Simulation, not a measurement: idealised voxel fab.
The following is a process module called voxel double patterning.
For reference, the cross-section in this document is cut, with width 200 nm and square cells of 5 nm.
We lay out every cross-section as a grid of square cells and spell it out in bands from the top down, where one band means one or more rows of cells. Basically the band line says how high the top is and how high the bottom is, in nm, and then what's in it from left to right, every material with its width in nm. Empty space shows up as "blank", and if a single material carries "everywhere" it runs the full band edge to edge. Height is counted from the level 0, under which the received wafer is composed throughout of one material. The lowest of the bands is not closed at the bottom but continues downward, in the notation "0 down". So if you see something like "30..40" for the width, read it as the top row of the band sitting at the first number and the bottom row at the second, with every row in between moving by the same amount as the last. Step note "no modification" = no cross-section cell changed. Under "Closed voids list" you'll find the enclosed gaps, the ones with no way out to the top, that are 8 cells or bigger; each reads width x height at distance, with distance counted from the left edge, everything in nm. Note: text after step settings on the step line = simulator remark on that step. overlay nm, on a step with a mask: how far to the right of its planned place the mask lay; to the left if negative.
### The process steps that were planned are listed below
| 1 | RECEIVE, material Si |
| 2 | CONFORMAL_DEP, material SiN, thk nm 5 |
| 3 | DIRECTIONAL_DEP, material SiO2, thk nm 20 |
| 4 | DIRECTIONAL_DEP, material SiCN, thk nm 10 |
| 5 | DIRECTIONAL_DEP, material aC, thk nm 10 |
| 6 | PATTERN, tone open, mask id FIRST, material resist, width nm 15, pitch nm 50, thk nm 30, overlay nm 0 |
| 7 | DIRECTIONAL_ETCH, etch materials aC, depth nm 10 |
| 8 | STRIP, etch materials resist |
| 9 | DIRECTIONAL_ETCH, etch materials SiCN, depth nm 10 |
| 10 | STRIP, etch materials aC |
| 11 | MASKED_ETCH, tone open, mask id SECOND, width nm 15, etch materials SiCN, depth nm 10, overlay nm 0 |
| 12 | DIRECTIONAL_ETCH, etch materials SiO2, depth nm 20 |
| 13 | STRIP, etch materials SiCN |
### Incoming wafer, cross-sectional view, post step 1
	0 down  Si everywhere
	Closed voids list: none
### What the wafer looks like in cross-section after this module, when it starts as shown above and follows the plan above but one mistake is made in running it
	25 to 5  SiO2 65, blank 15, SiO2 10, blank 20, SiO2 5, blank 15, SiO2 70
	5 to 0  SiN everywhere
	0 down  Si everywhere
	Closed voids list: none
what went wrong: step 11 did not happen as planned, as run it was MASKED_ETCH, tone open, mask id SECOND, width nm 20, etch materials SiCN, depth nm 10, overlay nm 0
